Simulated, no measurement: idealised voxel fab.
process module | voxel gate over fins
cross-section cut | 180 nm wide | cells 5 nm
A cross-section is a grid of square cells, given in bands from the top down. A band is one or more rows of cells.
Each band's line starts with the height of the band's top and of its bottom, in nm. Then come its materials from left to right, each with its width in nm. One material with "throughout" fills the band from edge to edge. "air" is empty space.
Height 0 is the level under which the wafer as received is all one material. The lowest band goes on downwards, as in "0 down".
A width such as "30 to 40" changes by the same amount from each row of cells to the next, from the band's top row to its bottom row.
"no change" after a step means that no cell of the cross-section changed.
closed voids: empty space of 8 cells or more with no open way to the top, each as width x height at its distance from the left edge, in nm
after a step's settings: what the simulator itself notes on the step
overlay nm, on a step with a mask: how far to the right of its planned place the mask lay; to the left if negative
plan
1 op RECEIVE | material Si
2 op CONFORMAL_DEP | material SiN | thk nm 10
3 op DIRECTIONAL_DEP | material aC | thk nm 10
4 op PATTERN | tone cover | mask id FINS | material resist | width nm 15 | pitch nm 40 | thk nm 25 | overlay nm 0
5 op DIRECTIONAL_ETCH | etch materials aC | depth nm 10
6 op STRIP | etch materials resist
7 op DIRECTIONAL_ETCH | etch materials SiN | depth nm 10
8 op DIRECTIONAL_ETCH | etch materials Si | depth nm 30
9 op STRIP | etch materials aC
10 op OXIDIZE | depth nm 5
11 op FILL_DEP | material SiO2 | thk nm 15
12 op CMP | height nm 10
13 op SELECTIVE_ETCH | etch materials SiO2 | depth nm 25
14 op STRIP | etch materials SiN
15 op CONFORMAL_DEP | material HfO2 | thk nm 5
16 op CONFORMAL_DEP | material TiN | thk nm 5
17 op FILL_DEP | material W | thk nm 10
18 op CMP | height nm 15
19 op CONFORMAL_DEP | material SiCN | thk nm 10
as received, after step 1
  0 down: Si throughout
  closed voids: none
first wafer at the end, as planned
  25 to 15: SiCN throughout
  15 to 10: W throughout
  10 to 5: W 15 | TiN 25 | W 15 | TiN 25 | W 15 | TiN 25 | W 15 | TiN 25 | W 20
  5 to 0: W 15 | TiN 5 | HfO2 15 | TiN 5 | W 15 | TiN 5 | HfO2 15 | TiN 5 | W 15 | TiN 5 | HfO2 15 | TiN 5 | W 15 | TiN 5 | HfO2 15 | TiN 5 | W 20
  0 to -5: W 15 | TiN 5 | HfO2 5 | Si 5 | HfO2 5 | TiN 5 | W 15 | TiN 5 | HfO2 5 | Si 5 | HfO2 5 | TiN 5 | W 15 | TiN 5 | HfO2 5 | Si 5 | HfO2 5 | TiN 5 | W 15 | TiN 5 | HfO2 5 | Si 5 | HfO2 5 | TiN 5 | W 20
  -5 to -10: TiN 20 | HfO2 5 | Si 5 | HfO2 5 | TiN 25 | HfO2 5 | Si 5 | HfO2 5 | TiN 25 | HfO2 5 | Si 5 | HfO2 5 | TiN 25 | HfO2 5 | Si 5 | HfO2 5 | TiN 25
  -10 to -15: HfO2 25 | Si 5 | HfO2 35 | Si 5 | HfO2 35 | Si 5 | HfO2 35 | Si 5 | HfO2 30
  -15 to -35: SiO2 25 | Si 5 | SiO2 35 | Si 5 | SiO2 35 | Si 5 | SiO2 35 | Si 5 | SiO2 30
  -35 down: Si throughout
  closed voids: none
second wafer at the end: like start, like plan, one mistake
  25 to 15: SiCN throughout
  15 to 10: W throughout
  10 to 5: W 10 | TiN 35 | W 5 | TiN 35 | W 5 | TiN 35 | W 5 | TiN 35 | W 15
  5 to 0: W 10 | TiN 5 | HfO2 25 | TiN 5 | W 5 | TiN 5 | HfO2 25 | TiN 5 | W 5 | TiN 5 | HfO2 25 | TiN 5 | W 5 | TiN 5 | HfO2 25 | TiN 5 | W 15
  0 to -5: W 10 | TiN 5 | HfO2 5 | Si 15 | HfO2 5 | TiN 5 | W 5 | TiN 5 | HfO2 5 | Si 15 | HfO2 5 | TiN 5 | W 5 | TiN 5 | HfO2 5 | Si 15 | HfO2 5 | TiN 5 | W 5 | TiN 5 | HfO2 5 | Si 15 | HfO2 5 | TiN 5 | W 15
  -5 to -10: TiN 15 | HfO2 5 | Si 15 | HfO2 5 | TiN 15 | HfO2 5 | Si 15 | HfO2 5 | TiN 15 | HfO2 5 | Si 15 | HfO2 5 | TiN 15 | HfO2 5 | Si 15 | HfO2 5 | TiN 20
  -10 to -15: HfO2 20 | Si 15 | HfO2 25 | Si 15 | HfO2 25 | Si 15 | HfO2 25 | Si 15 | HfO2 25
  -15 to -35: SiO2 20 | Si 15 | SiO2 25 | Si 15 | SiO2 25 | Si 15 | SiO2 25 | Si 15 | SiO2 25
  -35 down: Si throughout
  closed voids: none
what went wrong: step 4 ran as: op PATTERN | tone cover | mask id FINS | material resist | width nm 25 | pitch nm 40 | thk nm 25 | overlay nm 0
at the end the second wafer has, in cells: 56 more of Si | 32 fewer of SiO2 | 24 fewer of W
